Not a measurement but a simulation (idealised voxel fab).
Process module in this document: voxel trench capacitor
Cross-section cut spans 275 nm and uses square cells 5 nm in size.
How to read a cross-section here: the picture is a grid of square cells, written as bands going from the top down, and any band can span one or more rows of cells. What a band's entry tells you: where the top is and where the bottom is, as heights in nm, and after that what lies inside, material by material from left to right, each with its width in nm. Empty space is written as the word "blank", and a single material marked with the word "edge to edge" occupies the band from edge to edge. Below 0: as-received wafer, all one material; heights counted from there. Lowest band: no bottom, goes on down, written "0..down". The two numbers in a width such as "30 to 40" mark its ends across the band: the first belongs to the top row of cells, the second to the bottom row, and from each row to the next the width moves by the same amount. What does "nothing got changed" mean for a step? It means no cell of the cross-section changed in that step. "Fully sealed cavities" specifies each empty space that is not open to the top and that occupies no fewer than 8 cells, using the form width x height at distance, the distance measured from the left edge and all three quantities in nm. Heads up: the bit after the settings on a step's line is the simulator's remark on that step. Among the settings permitted on a step's line is "overlay nm"; applied to a step with a mask, it specifies the extent to which the mask lay to the right of its planned position, whereas a negative figure signifies a position to the left. Each pair of cross-sections that follows straddles one process step: the one shows the state before the step, the other the state after it, down to the lowest band that changed and no further. The step in question, and its settings, are given under the pair. Note that a pair is not necessarily a continuation of the pair above it, since pairs can come from different runs of this module on the same starting wafer; it is a continuation only where its entry headed "Before the process" says so.

## Before the process
0..down = Si edge to edge
Fully sealed cavities: none

## Resulting Cross-Section
10..0 = SiN edge to edge
Under 0: no change, same as before.
Fully sealed cavities: none
The step occurring between the two cross-sections depicted above is identified as CONFORMAL_DEP,material SiN,thk nm 10

Before the process: this step begins from the cross-section that the pair just above shows after its step.

## Resulting Cross-Section
25..10 = resist (85); blank (25); resist (15); blank (25); resist (15); blank (25); resist (85)
Under 10: no change, same as before.
Fully sealed cavities: none
The step occurring between the two cross-sections depicted above is identified as PATTERN,tone open,mask id TRENCH,material resist,width nm 25,pitch nm 40,thk nm 15,overlay nm 0

Before the process: this step begins from the cross-section that the pair just above shows after its step.

## Resulting Cross-Section
25..10 = resist (85); blank (25); resist (15); blank (25); resist (15); blank (25); resist (85)
10..0 = SiN (85); blank (25); SiN (15); blank (25); SiN (15); blank (25); SiN (85)
Under 0: no change, same as before.
Fully sealed cavities: none
The step occurring between the two cross-sections depicted above is identified as DIRECTIONAL_ETCH,etch materials SiN,depth nm 10

Before the process: this step begins from the cross-section that the pair just above shows after its step.

## Resulting Cross-Section
25..10 = resist (85); blank (25); resist (15); blank (25); resist (15); blank (25); resist (85)
10..0 = SiN (85); blank (25); SiN (15); blank (25); SiN (15); blank (25); SiN (85)
0..-40 = Si (85); blank (25); Si (15); blank (25); Si (15); blank (25); Si (85)
Under -40: no change, same as before.
Fully sealed cavities: none
The step occurring between the two cross-sections depicted above is identified as DIRECTIONAL_ETCH,etch materials Si,depth nm 40

Before the process: this step begins from the cross-section that the pair just above shows after its step.

## Resulting Cross-Section
10..0 = SiN (85); blank (25); SiN (15); blank (25); SiN (15); blank (25); SiN (85)
Under 0: no change, same as before.
Fully sealed cavities: none
The step occurring between the two cross-sections depicted above is identified as STRIP,etch materials resist

Before the process: this step begins from the cross-section that the pair just above shows after its step.

## Resulting Cross-Section
15..10 = Al2O3 (90); blank (15); Al2O3 (25); blank (15); Al2O3 (25); blank (15); Al2O3 (90)
10..0 = SiN (85); Al2O3 (5); blank (15); Al2O3 (5); SiN (15); Al2O3 (5); blank (15); Al2O3 (5); SiN (15); Al2O3 (5); blank (15); Al2O3 (5); SiN (85)
0..-35 = Si (85); Al2O3 (5); blank (15); Al2O3 (5); Si (15); Al2O3 (5); blank (15); Al2O3 (5); Si (15); Al2O3 (5); blank (15); Al2O3 (5); Si (85)
-35..-40 = Si (85); Al2O3 (25); Si (15); Al2O3 (25); Si (15); Al2O3 (25); Si (85)
Under -40: no change, same as before.
Fully sealed cavities: none
The step occurring between the two cross-sections depicted above is identified as CONFORMAL_DEP,material Al2O3,thk nm 5

Before the process: this step begins from the cross-section that the pair just above shows after its step.

## Resulting Cross-Section
20..15 = TiN (95); blank (5); TiN (35); blank (5); TiN (35); blank (5); TiN (95)
15..10 = Al2O3 (90); TiN (5); blank (5); TiN (5); Al2O3 (25); TiN (5); blank (5); TiN (5); Al2O3 (25); TiN (5); blank (5); TiN (5); Al2O3 (90)
10..0 = SiN (85); Al2O3 (5); TiN (5); blank (5); TiN (5); Al2O3 (5); SiN (15); Al2O3 (5); TiN (5); blank (5); TiN (5); Al2O3 (5); SiN (15); Al2O3 (5); TiN (5); blank (5); TiN (5); Al2O3 (5); SiN (85)
0..-30 = Si (85); Al2O3 (5); TiN (5); blank (5); TiN (5); Al2O3 (5); Si (15); Al2O3 (5); TiN (5); blank (5); TiN (5); Al2O3 (5); Si (15); Al2O3 (5); TiN (5); blank (5); TiN (5); Al2O3 (5); Si (85)
-30..-35 = Si (85); Al2O3 (5); TiN (15); Al2O3 (5); Si (15); Al2O3 (5); TiN (15); Al2O3 (5); Si (15); Al2O3 (5); TiN (15); Al2O3 (5); Si (85)
Under -35: no change, same as before.
Fully sealed cavities: none
The step occurring between the two cross-sections depicted above is identified as CONFORMAL_DEP,material TiN,thk nm 5

Before the process: this step begins from the cross-section that the pair just above shows after its step.

## Resulting Cross-Section
30..20 = W edge to edge
20..15 = TiN (95); W (5); TiN (35); W (5); TiN (35); W (5); TiN (95)
15..10 = Al2O3 (90); TiN (5); W (5); TiN (5); Al2O3 (25); TiN (5); W (5); TiN (5); Al2O3 (25); TiN (5); W (5); TiN (5); Al2O3 (90)
10..0 = SiN (85); Al2O3 (5); TiN (5); W (5); TiN (5); Al2O3 (5); SiN (15); Al2O3 (5); TiN (5); W (5); TiN (5); Al2O3 (5); SiN (15); Al2O3 (5); TiN (5); W (5); TiN (5); Al2O3 (5); SiN (85)
0..-30 = Si (85); Al2O3 (5); TiN (5); W (5); TiN (5); Al2O3 (5); Si (15); Al2O3 (5); TiN (5); W (5); TiN (5); Al2O3 (5); Si (15); Al2O3 (5); TiN (5); W (5); TiN (5); Al2O3 (5); Si (85)
Under -30: no change, same as before.
Fully sealed cavities: none
The step occurring between the two cross-sections depicted above is identified as FILL_DEP,material W,thk nm 10

Before the process: this step begins from the cross-section that the pair just above shows after its step.

## Resulting Cross-Section
10..0 = SiN (85); Al2O3 (5); TiN (5); W (5); TiN (5); Al2O3 (5); SiN (15); Al2O3 (5); TiN (5); W (5); TiN (5); Al2O3 (5); SiN (15); Al2O3 (5); TiN (5); W (5); TiN (5); Al2O3 (5); SiN (85)
Under 0: no change, same as before.
Fully sealed cavities: none
The step occurring between the two cross-sections depicted above is identified as CMP,height nm 10

## Before the process
30..20 = W edge to edge
20..15 = TiN (95); W (5); TiN (35); W (5); TiN (35); W (5); TiN (95)
15..10 = Al2O3 (90); TiN (5); W (5); TiN (5); Al2O3 (25); TiN (5); W (5); TiN (5); Al2O3 (25); TiN (5); W (5); TiN (5); Al2O3 (90)
10..0 = SiN (85); Al2O3 (5); TiN (5); W (5); TiN (5); Al2O3 (5); SiN (15); Al2O3 (5); TiN (5); W (5); TiN (5); Al2O3 (5); SiN (15); Al2O3 (5); TiN (5); W (5); TiN (5); Al2O3 (5); SiN (85)
0..-30 = Si (85); Al2O3 (5); TiN (5); W (5); TiN (5); Al2O3 (5); Si (15); Al2O3 (5); TiN (5); W (5); TiN (5); Al2O3 (5); Si (15); Al2O3 (5); TiN (5); W (5); TiN (5); Al2O3 (5); Si (85)
-30..-35 = Si (85); Al2O3 (5); TiN (15); Al2O3 (5); Si (15); Al2O3 (5); TiN (15); Al2O3 (5); Si (15); Al2O3 (5); TiN (15); Al2O3 (5); Si (85)
-35..-40 = Si (85); Al2O3 (25); Si (15); Al2O3 (25); Si (15); Al2O3 (25); Si (85)
-40..down = Si edge to edge
Fully sealed cavities: none

## Resulting Cross-Section
40..20 = W edge to edge
Under 20: no change, same as before.
Fully sealed cavities: none
The step occurring between the two cross-sections depicted above is identified as FILL_DEP,material W,thk nm 10

Before the process: this step begins from the cross-section that the pair just above shows after its step.

## Resulting Cross-Section
10..0 = SiN (85); Al2O3 (5); TiN (5); W (5); TiN (5); Al2O3 (5); SiN (15); Al2O3 (5); TiN (5); W (5); TiN (5); Al2O3 (5); SiN (15); Al2O3 (5); TiN (5); W (5); TiN (5); Al2O3 (5); SiN (85)
Under 0: no change, same as before.
Fully sealed cavities: none
The step occurring between the two cross-sections depicted above is identified as CMP,height nm 10

## Before the process
10..0 = SiN (85); blank (25); SiN (15); blank (25); SiN (15); blank (25); SiN (85)
0..-40 = Si (85); blank (25); Si (15); blank (25); Si (15); blank (25); Si (85)
-40..down = Si edge to edge
Fully sealed cavities: none

## Resulting Cross-Section
15..10 = TiN (90); blank (15); TiN (25); blank (15); TiN (25); blank (15); TiN (90)
10..0 = SiN (85); TiN (5); blank (15); TiN (5); SiN (15); TiN (5); blank (15); TiN (5); SiN (15); TiN (5); blank (15); TiN (5); SiN (85)
0..-35 = Si (85); TiN (5); blank (15); TiN (5); Si (15); TiN (5); blank (15); TiN (5); Si (15); TiN (5); blank (15); TiN (5); Si (85)
-35..-40 = Si (85); TiN (25); Si (15); TiN (25); Si (15); TiN (25); Si (85)
Under -40: no change, same as before.
Fully sealed cavities: none
The step occurring between the two cross-sections depicted above is identified as CONFORMAL_DEP,material TiN,thk nm 5

Before the process: this step begins from the cross-section that the pair just above shows after its step.

## Resulting Cross-Section
20..15 = Al2O3 (95); blank (5); Al2O3 (35); blank (5); Al2O3 (35); blank (5); Al2O3 (95)
15..10 = TiN (90); Al2O3 (5); blank (5); Al2O3 (5); TiN (25); Al2O3 (5); blank (5); Al2O3 (5); TiN (25); Al2O3 (5); blank (5); Al2O3 (5); TiN (90)
10..0 = SiN (85); TiN (5); Al2O3 (5); blank (5); Al2O3 (5); TiN (5); SiN (15); TiN (5); Al2O3 (5); blank (5); Al2O3 (5); TiN (5); SiN (15); TiN (5); Al2O3 (5); blank (5); Al2O3 (5); TiN (5); SiN (85)
0..-30 = Si (85); TiN (5); Al2O3 (5); blank (5); Al2O3 (5); TiN (5); Si (15); TiN (5); Al2O3 (5); blank (5); Al2O3 (5); TiN (5); Si (15); TiN (5); Al2O3 (5); blank (5); Al2O3 (5); TiN (5); Si (85)
-30..-35 = Si (85); TiN (5); Al2O3 (15); TiN (5); Si (15); TiN (5); Al2O3 (15); TiN (5); Si (15); TiN (5); Al2O3 (15); TiN (5); Si (85)
Under -35: no change, same as before.
Fully sealed cavities: none
The step occurring between the two cross-sections depicted above is identified as CONFORMAL_DEP,material Al2O3,thk nm 5

Before the process: this step begins from the cross-section that the pair just above shows after its step.

## Resulting Cross-Section
30..20 = W edge to edge
20..15 = Al2O3 (95); W (5); Al2O3 (35); W (5); Al2O3 (35); W (5); Al2O3 (95)
15..10 = TiN (90); Al2O3 (5); W (5); Al2O3 (5); TiN (25); Al2O3 (5); W (5); Al2O3 (5); TiN (25); Al2O3 (5); W (5); Al2O3 (5); TiN (90)
10..0 = SiN (85); TiN (5); Al2O3 (5); W (5); Al2O3 (5); TiN (5); SiN (15); TiN (5); Al2O3 (5); W (5); Al2O3 (5); TiN (5); SiN (15); TiN (5); Al2O3 (5); W (5); Al2O3 (5); TiN (5); SiN (85)
0..-30 = Si (85); TiN (5); Al2O3 (5); W (5); Al2O3 (5); TiN (5); Si (15); TiN (5); Al2O3 (5); W (5); Al2O3 (5); TiN (5); Si (15); TiN (5); Al2O3 (5); W (5); Al2O3 (5); TiN (5); Si (85)
Under -30: no change, same as before.
Fully sealed cavities: none
The step occurring between the two cross-sections depicted above is identified as FILL_DEP,material W,thk nm 10

Before the process: this step begins from the cross-section that the pair just above shows after its step.

## Resulting Cross-Section
10..0 = SiN (85); TiN (5); Al2O3 (5); W (5); Al2O3 (5); TiN (5); SiN (15); TiN (5); Al2O3 (5); W (5); Al2O3 (5); TiN (5); SiN (15); TiN (5); Al2O3 (5); W (5); Al2O3 (5); TiN (5); SiN (85)
Under 0: no change, same as before.
Fully sealed cavities: none
The step occurring between the two cross-sections depicted above is identified as CMP,height nm 10

## Before the process
0..down = Si edge to edge
Fully sealed cavities: none

## Resulting Cross-Section
5..0 = SiN edge to edge
Under 0: no change, same as before.
Fully sealed cavities: none
The step occurring between the two cross-sections depicted above is identified as CONFORMAL_DEP,material SiN,thk nm 5

Before the process: this step begins from the cross-section that the pair just above shows after its step.

## Resulting Cross-Section
20..5 = resist (85); blank (25); resist (15); blank (25); resist (15); blank (25); resist (85)
Under 5: no change, same as before.
Fully sealed cavities: none
The step occurring between the two cross-sections depicted above is identified as PATTERN,tone open,mask id TRENCH,material resist,width nm 25,pitch nm 40,thk nm 15,overlay nm 0

Before the process: this step begins from the cross-section that the pair just above shows after its step.

## Resulting Cross-Section
20..5 = resist (85); blank (25); resist (15); blank (25); resist (15); blank (25); resist (85)
5..0 = SiN (85); blank (25); SiN (15); blank (25); SiN (15); blank (25); SiN (85)
Under 0: no change, same as before.
Fully sealed cavities: none
The step occurring between the two cross-sections depicted above is identified as DIRECTIONAL_ETCH,etch materials SiN,depth nm 10

Before the process: this step begins from the cross-section that the pair just above shows after its step.

## Resulting Cross-Section
20..5 = resist (85); blank (25); resist (15); blank (25); resist (15); blank (25); resist (85)
5..0 = SiN (85); blank (25); SiN (15); blank (25); SiN (15); blank (25); SiN (85)
0..-40 = Si (85); blank (25); Si (15); blank (25); Si (15); blank (25); Si (85)
Under -40: no change, same as before.
Fully sealed cavities: none
The step occurring between the two cross-sections depicted above is identified as DIRECTIONAL_ETCH,etch materials Si,depth nm 40

Before the process: this step begins from the cross-section that the pair just above shows after its step.

## Resulting Cross-Section
5..0 = SiN (85); blank (25); SiN (15); blank (25); SiN (15); blank (25); SiN (85)
Under 0: no change, same as before.
Fully sealed cavities: none
The step occurring between the two cross-sections depicted above is identified as STRIP,etch materials resist

Before the process: this step begins from the cross-section that the pair just above shows after its step.

## Resulting Cross-Section
10..5 = Al2O3 (90); blank (15); Al2O3 (25); blank (15); Al2O3 (25); blank (15); Al2O3 (90)
5..0 = SiN (85); Al2O3 (5); blank (15); Al2O3 (5); SiN (15); Al2O3 (5); blank (15); Al2O3 (5); SiN (15); Al2O3 (5); blank (15); Al2O3 (5); SiN (85)
0..-35 = Si (85); Al2O3 (5); blank (15); Al2O3 (5); Si (15); Al2O3 (5); blank (15); Al2O3 (5); Si (15); Al2O3 (5); blank (15); Al2O3 (5); Si (85)
-35..-40 = Si (85); Al2O3 (25); Si (15); Al2O3 (25); Si (15); Al2O3 (25); Si (85)
Under -40: no change, same as before.
Fully sealed cavities: none
The step occurring between the two cross-sections depicted above is identified as CONFORMAL_DEP,material Al2O3,thk nm 5

Before the process: this step begins from the cross-section that the pair just above shows after its step.

## Resulting Cross-Section
15..10 = TiN (95); blank (5); TiN (35); blank (5); TiN (35); blank (5); TiN (95)
10..5 = Al2O3 (90); TiN (5); blank (5); TiN (5); Al2O3 (25); TiN (5); blank (5); TiN (5); Al2O3 (25); TiN (5); blank (5); TiN (5); Al2O3 (90)
5..0 = SiN (85); Al2O3 (5); TiN (5); blank (5); TiN (5); Al2O3 (5); SiN (15); Al2O3 (5); TiN (5); blank (5); TiN (5); Al2O3 (5); SiN (15); Al2O3 (5); TiN (5); blank (5); TiN (5); Al2O3 (5); SiN (85)
0..-30 = Si (85); Al2O3 (5); TiN (5); blank (5); TiN (5); Al2O3 (5); Si (15); Al2O3 (5); TiN (5); blank (5); TiN (5); Al2O3 (5); Si (15); Al2O3 (5); TiN (5); blank (5); TiN (5); Al2O3 (5); Si (85)
-30..-35 = Si (85); Al2O3 (5); TiN (15); Al2O3 (5); Si (15); Al2O3 (5); TiN (15); Al2O3 (5); Si (15); Al2O3 (5); TiN (15); Al2O3 (5); Si (85)
Under -35: no change, same as before.
Fully sealed cavities: none
The step occurring between the two cross-sections depicted above is identified as CONFORMAL_DEP,material TiN,thk nm 5

Before the process: this step begins from the cross-section that the pair just above shows after its step.

## Resulting Cross-Section
25..15 = W edge to edge
15..10 = TiN (95); W (5); TiN (35); W (5); TiN (35); W (5); TiN (95)
10..5 = Al2O3 (90); TiN (5); W (5); TiN (5); Al2O3 (25); TiN (5); W (5); TiN (5); Al2O3 (25); TiN (5); W (5); TiN (5); Al2O3 (90)
5..0 = SiN (85); Al2O3 (5); TiN (5); W (5); TiN (5); Al2O3 (5); SiN (15); Al2O3 (5); TiN (5); W (5); TiN (5); Al2O3 (5); SiN (15); Al2O3 (5); TiN (5); W (5); TiN (5); Al2O3 (5); SiN (85)
0..-30 = Si (85); Al2O3 (5); TiN (5); W (5); TiN (5); Al2O3 (5); Si (15); Al2O3 (5); TiN (5); W (5); TiN (5); Al2O3 (5); Si (15); Al2O3 (5); TiN (5); W (5); TiN (5); Al2O3 (5); Si (85)
Under -30: no change, same as before.
Fully sealed cavities: none
The step occurring between the two cross-sections depicted above is identified as FILL_DEP,material W,thk nm 10

Before the process: this step begins from the cross-section that the pair just above shows after its step.

## Resulting Cross-Section
10..5 = Al2O3 (90); TiN (5); W (5); TiN (5); Al2O3 (25); TiN (5); W (5); TiN (5); Al2O3 (25); TiN (5); W (5); TiN (5); Al2O3 (90)
Under 5: no change, same as before.
Fully sealed cavities: none
The step occurring between the two cross-sections depicted above is identified as CMP,height nm 10

## Before the process
10..0 = SiN edge to edge
0..down = Si edge to edge
Fully sealed cavities: none

## Resulting Cross-Section
25..10 = resist (90); blank (15); resist (25); blank (15); resist (25); blank (15); resist (90)
Under 10: no change, same as before.
Fully sealed cavities: none
The step occurring between the two cross-sections depicted above is identified as PATTERN,tone open,mask id TRENCH,material resist,width nm 15,pitch nm 40,thk nm 15,overlay nm 0

Before the process: this step begins from the cross-section that the pair just above shows after its step.

## Resulting Cross-Section
25..10 = resist (90); blank (15); resist (25); blank (15); resist (25); blank (15); resist (90)
10..0 = SiN (90); blank (15); SiN (25); blank (15); SiN (25); blank (15); SiN (90)
Under 0: no change, same as before.
Fully sealed cavities: none
The step occurring between the two cross-sections depicted above is identified as DIRECTIONAL_ETCH,etch materials SiN,depth nm 10

Before the process: this step begins from the cross-section that the pair just above shows after its step.

## Resulting Cross-Section
25..10 = resist (90); blank (15); resist (25); blank (15); resist (25); blank (15); resist (90)
10..0 = SiN (90); blank (15); SiN (25); blank (15); SiN (25); blank (15); SiN (90)
0..-40 = Si (90); blank (15); Si (25); blank (15); Si (25); blank (15); Si (90)
Under -40: no change, same as before.
Fully sealed cavities: none
The step occurring between the two cross-sections depicted above is identified as DIRECTIONAL_ETCH,etch materials Si,depth nm 40

Before the process: this step begins from the cross-section that the pair just above shows after its step.

## Resulting Cross-Section
10..0 = SiN (90); blank (15); SiN (25); blank (15); SiN (25); blank (15); SiN (90)
Under 0: no change, same as before.
Fully sealed cavities: none
The step occurring between the two cross-sections depicted above is identified as STRIP,etch materials resist

Before the process: this step begins from the cross-section that the pair just above shows after its step.

## Resulting Cross-Section
15..10 = Al2O3 (95); blank (5); Al2O3 (35); blank (5); Al2O3 (35); blank (5); Al2O3 (95)
10..0 = SiN (90); Al2O3 (5); blank (5); Al2O3 (5); SiN (25); Al2O3 (5); blank (5); Al2O3 (5); SiN (25); Al2O3 (5); blank (5); Al2O3 (5); SiN (90)
0..-35 = Si (90); Al2O3 (5); blank (5); Al2O3 (5); Si (25); Al2O3 (5); blank (5); Al2O3 (5); Si (25); Al2O3 (5); blank (5); Al2O3 (5); Si (90)
-35..-40 = Si (90); Al2O3 (15); Si (25); Al2O3 (15); Si (25); Al2O3 (15); Si (90)
Under -40: no change, same as before.
Fully sealed cavities: none
The step occurring between the two cross-sections depicted above is identified as CONFORMAL_DEP,material Al2O3,thk nm 5

Before the process: this step begins from the cross-section that the pair just above shows after its step.

## Resulting Cross-Section
20..15 = TiN edge to edge
15..10 = Al2O3 (95); TiN (5); Al2O3 (35); TiN (5); Al2O3 (35); TiN (5); Al2O3 (95)
10..0 = SiN (90); Al2O3 (5); TiN (5); Al2O3 (5); SiN (25); Al2O3 (5); TiN (5); Al2O3 (5); SiN (25); Al2O3 (5); TiN (5); Al2O3 (5); SiN (90)
0..-35 = Si (90); Al2O3 (5); TiN (5); Al2O3 (5); Si (25); Al2O3 (5); TiN (5); Al2O3 (5); Si (25); Al2O3 (5); TiN (5); Al2O3 (5); Si (90)
Under -35: no change, same as before.
Fully sealed cavities: none
The step occurring between the two cross-sections depicted above is identified as CONFORMAL_DEP,material TiN,thk nm 5

Before the process: this step begins from the cross-section that the pair just above shows after its step.

## Resulting Cross-Section
30..20 = W edge to edge
Under 20: no change, same as before.
Fully sealed cavities: none
The step occurring between the two cross-sections depicted above is identified as FILL_DEP,material W,thk nm 10

Before the process: this step begins from the cross-section that the pair just above shows after its step.

## Resulting Cross-Section
10..0 = SiN (90); Al2O3 (5); TiN (5); Al2O3 (5); SiN (25); Al2O3 (5); TiN (5); Al2O3 (5); SiN (25); Al2O3 (5); TiN (5); Al2O3 (5); SiN (90)
Under 0: no change, same as before.
Fully sealed cavities: none
The step occurring between the two cross-sections depicted above is identified as CMP,height nm 10

## Before the process
10..0 = SiN edge to edge
0..down = Si edge to edge
Fully sealed cavities: none

## Resulting Cross-Section
25..10 = resist (90); blank (25); resist (15); blank (25); resist (15); blank (25); resist (80)
Under 10: no change, same as before.
Fully sealed cavities: none
The step occurring between the two cross-sections depicted above is identified as PATTERN,tone open,mask id TRENCH,material resist,width nm 25,pitch nm 40,thk nm 15,overlay nm 5

Before the process: this step begins from the cross-section that the pair just above shows after its step.

## Resulting Cross-Section
25..10 = resist (90); blank (25); resist (15); blank (25); resist (15); blank (25); resist (80)
10..0 = SiN (90); blank (25); SiN (15); blank (25); SiN (15); blank (25); SiN (80)
Under 0: no change, same as before.
Fully sealed cavities: none
The step occurring between the two cross-sections depicted above is identified as DIRECTIONAL_ETCH,etch materials SiN,depth nm 10

Before the process: this step begins from the cross-section that the pair just above shows after its step.

## Resulting Cross-Section
25..10 = resist (90); blank (25); resist (15); blank (25); resist (15); blank (25); resist (80)
10..0 = SiN (90); blank (25); SiN (15); blank (25); SiN (15); blank (25); SiN (80)
0..-40 = Si (90); blank (25); Si (15); blank (25); Si (15); blank (25); Si (80)
Under -40: no change, same as before.
Fully sealed cavities: none
The step occurring between the two cross-sections depicted above is identified as DIRECTIONAL_ETCH,etch materials Si,depth nm 40

Before the process: this step begins from the cross-section that the pair just above shows after its step.

## Resulting Cross-Section
10..0 = SiN (90); blank (25); SiN (15); blank (25); SiN (15); blank (25); SiN (80)
Under 0: no change, same as before.
Fully sealed cavities: none
The step occurring between the two cross-sections depicted above is identified as STRIP,etch materials resist

Before the process: this step begins from the cross-section that the pair just above shows after its step.

## Resulting Cross-Section
15..10 = Al2O3 (95); blank (15); Al2O3 (25); blank (15); Al2O3 (25); blank (15); Al2O3 (85)
10..0 = SiN (90); Al2O3 (5); blank (15); Al2O3 (5); SiN (15); Al2O3 (5); blank (15); Al2O3 (5); SiN (15); Al2O3 (5); blank (15); Al2O3 (5); SiN (80)
0..-35 = Si (90); Al2O3 (5); blank (15); Al2O3 (5); Si (15); Al2O3 (5); blank (15); Al2O3 (5); Si (15); Al2O3 (5); blank (15); Al2O3 (5); Si (80)
-35..-40 = Si (90); Al2O3 (25); Si (15); Al2O3 (25); Si (15); Al2O3 (25); Si (80)
Under -40: no change, same as before.
Fully sealed cavities: none
The step occurring between the two cross-sections depicted above is identified as CONFORMAL_DEP,material Al2O3,thk nm 5

Before the process: this step begins from the cross-section that the pair just above shows after its step.

## Resulting Cross-Section
20..15 = TiN (100); blank (5); TiN (35); blank (5); TiN (35); blank (5); TiN (90)
15..10 = Al2O3 (95); TiN (5); blank (5); TiN (5); Al2O3 (25); TiN (5); blank (5); TiN (5); Al2O3 (25); TiN (5); blank (5); TiN (5); Al2O3 (85)
10..0 = SiN (90); Al2O3 (5); TiN (5); blank (5); TiN (5); Al2O3 (5); SiN (15); Al2O3 (5); TiN (5); blank (5); TiN (5); Al2O3 (5); SiN (15); Al2O3 (5); TiN (5); blank (5); TiN (5); Al2O3 (5); SiN (80)
0..-30 = Si (90); Al2O3 (5); TiN (5); blank (5); TiN (5); Al2O3 (5); Si (15); Al2O3 (5); TiN (5); blank (5); TiN (5); Al2O3 (5); Si (15); Al2O3 (5); TiN (5); blank (5); TiN (5); Al2O3 (5); Si (80)
-30..-35 = Si (90); Al2O3 (5); TiN (15); Al2O3 (5); Si (15); Al2O3 (5); TiN (15); Al2O3 (5); Si (15); Al2O3 (5); TiN (15); Al2O3 (5); Si (80)
Under -35: no change, same as before.
Fully sealed cavities: none
The step occurring between the two cross-sections depicted above is identified as CONFORMAL_DEP,material TiN,thk nm 5

Before the process: this step begins from the cross-section that the pair just above shows after its step.

## Resulting Cross-Section
30..20 = W edge to edge
20..15 = TiN (100); W (5); TiN (35); W (5); TiN (35); W (5); TiN (90)
15..10 = Al2O3 (95); TiN (5); W (5); TiN (5); Al2O3 (25); TiN (5); W (5); TiN (5); Al2O3 (25); TiN (5); W (5); TiN (5); Al2O3 (85)
10..0 = SiN (90); Al2O3 (5); TiN (5); W (5); TiN (5); Al2O3 (5); SiN (15); Al2O3 (5); TiN (5); W (5); TiN (5); Al2O3 (5); SiN (15); Al2O3 (5); TiN (5); W (5); TiN (5); Al2O3 (5); SiN (80)
0..-30 = Si (90); Al2O3 (5); TiN (5); W (5); TiN (5); Al2O3 (5); Si (15); Al2O3 (5); TiN (5); W (5); TiN (5); Al2O3 (5); Si (15); Al2O3 (5); TiN (5); W (5); TiN (5); Al2O3 (5); Si (80)
Under -30: no change, same as before.
Fully sealed cavities: none
The step occurring between the two cross-sections depicted above is identified as FILL_DEP,material W,thk nm 10

Before the process: this step begins from the cross-section that the pair just above shows after its step.

## Resulting Cross-Section
10..0 = SiN (90); Al2O3 (5); TiN (5); W (5); TiN (5); Al2O3 (5); SiN (15); Al2O3 (5); TiN (5); W (5); TiN (5); Al2O3 (5); SiN (15); Al2O3 (5); TiN (5); W (5); TiN (5); Al2O3 (5); SiN (80)
Under 0: no change, same as before.
Fully sealed cavities: none
The step occurring between the two cross-sections depicted above is identified as CMP,height nm 10

## Before the process
15..10 = TiN (90); blank (15); TiN (25); blank (15); TiN (25); blank (15); TiN (90)
10..0 = SiN (85); TiN (5); blank (15); TiN (5); SiN (15); TiN (5); blank (15); TiN (5); SiN (15); TiN (5); blank (15); TiN (5); SiN (85)
0..-35 = Si (85); TiN (5); blank (15); TiN (5); Si (15); TiN (5); blank (15); TiN (5); Si (15); TiN (5); blank (15); TiN (5); Si (85)
-35..-40 = Si (85); TiN (25); Si (15); TiN (25); Si (15); TiN (25); Si (85)
-40..down = Si edge to edge
Fully sealed cavities: none

## Resulting Cross-Section
20..10 = TiN (95); blank (5); TiN (35); blank (5); TiN (35); blank (5); TiN (95)
10..0 = SiN (85); TiN (10); blank (5); TiN (10); SiN (15); TiN (10); blank (5); TiN (10); SiN (15); TiN (10); blank (5); TiN (10); SiN (85)
0..-30 = Si (85); TiN (10); blank (5); TiN (10); Si (15); TiN (10); blank (5); TiN (10); Si (15); TiN (10); blank (5); TiN (10); Si (85)
-30..-40 = Si (85); TiN (25); Si (15); TiN (25); Si (15); TiN (25); Si (85)
Under -40: no change, same as before.
Fully sealed cavities: none
The step occurring between the two cross-sections depicted above is identified as CONFORMAL_DEP,material TiN,thk nm 5

Before the process: this step begins from the cross-section that the pair just above shows after its step.

## Resulting Cross-Section
30..20 = W edge to edge
20..10 = TiN (95); W (5); TiN (35); W (5); TiN (35); W (5); TiN (95)
10..0 = SiN (85); TiN (10); W (5); TiN (10); SiN (15); TiN (10); W (5); TiN (10); SiN (15); TiN (10); W (5); TiN (10); SiN (85)
0..-30 = Si (85); TiN (10); W (5); TiN (10); Si (15); TiN (10); W (5); TiN (10); Si (15); TiN (10); W (5); TiN (10); Si (85)
Under -30: no change, same as before.
Fully sealed cavities: none
The step occurring between the two cross-sections depicted above is identified as FILL_DEP,material W,thk nm 10

Before the process: this step begins from the cross-section that the pair just above shows after its step.

## Resulting Cross-Section
10..0 = SiN (85); TiN (10); W (5); TiN (10); SiN (15); TiN (10); W (5); TiN (10); SiN (15); TiN (10); W (5); TiN (10); SiN (85)
Under 0: no change, same as before.
Fully sealed cavities: none
The step occurring between the two cross-sections depicted above is identified as CMP,height nm 10

## Before the process
10..0 = SiN edge to edge
0..down = Si edge to edge
Fully sealed cavities: none

## Resulting Cross-Section
25..10 = blank (85); resist (25); blank (15); resist (25); blank (15); resist (25); blank (85)
Under 10: no change, same as before.
Fully sealed cavities: none
The step occurring between the two cross-sections depicted above is identified as PATTERN,tone cover,mask id TRENCH,material resist,width nm 25,pitch nm 40,thk nm 15,overlay nm 0

Before the process: this step begins from the cross-section that the pair just above shows after its step.

## Resulting Cross-Section
25..10 = blank (85); resist (25); blank (15); resist (25); blank (15); resist (25); blank (85)
10..0 = blank (85); SiN (25); blank (15); SiN (25); blank (15); SiN (25); blank (85)
Under 0: no change, same as before.
Fully sealed cavities: none
The step occurring between the two cross-sections depicted above is identified as DIRECTIONAL_ETCH,etch materials SiN,depth nm 10

Before the process: this step begins from the cross-section that the pair just above shows after its step.

## Resulting Cross-Section
25..10 = blank (85); resist (25); blank (15); resist (25); blank (15); resist (25); blank (85)
10..0 = blank (85); SiN (25); blank (15); SiN (25); blank (15); SiN (25); blank (85)
0..-40 = blank (85); Si (25); blank (15); Si (25); blank (15); Si (25); blank (85)
Under -40: no change, same as before.
Fully sealed cavities: none
The step occurring between the two cross-sections depicted above is identified as DIRECTIONAL_ETCH,etch materials Si,depth nm 40

Before the process: this step begins from the cross-section that the pair just above shows after its step.

## Resulting Cross-Section
10..0 = blank (85); SiN (25); blank (15); SiN (25); blank (15); SiN (25); blank (85)
Under 0: no change, same as before.
Fully sealed cavities: none
The step occurring between the two cross-sections depicted above is identified as STRIP,etch materials resist
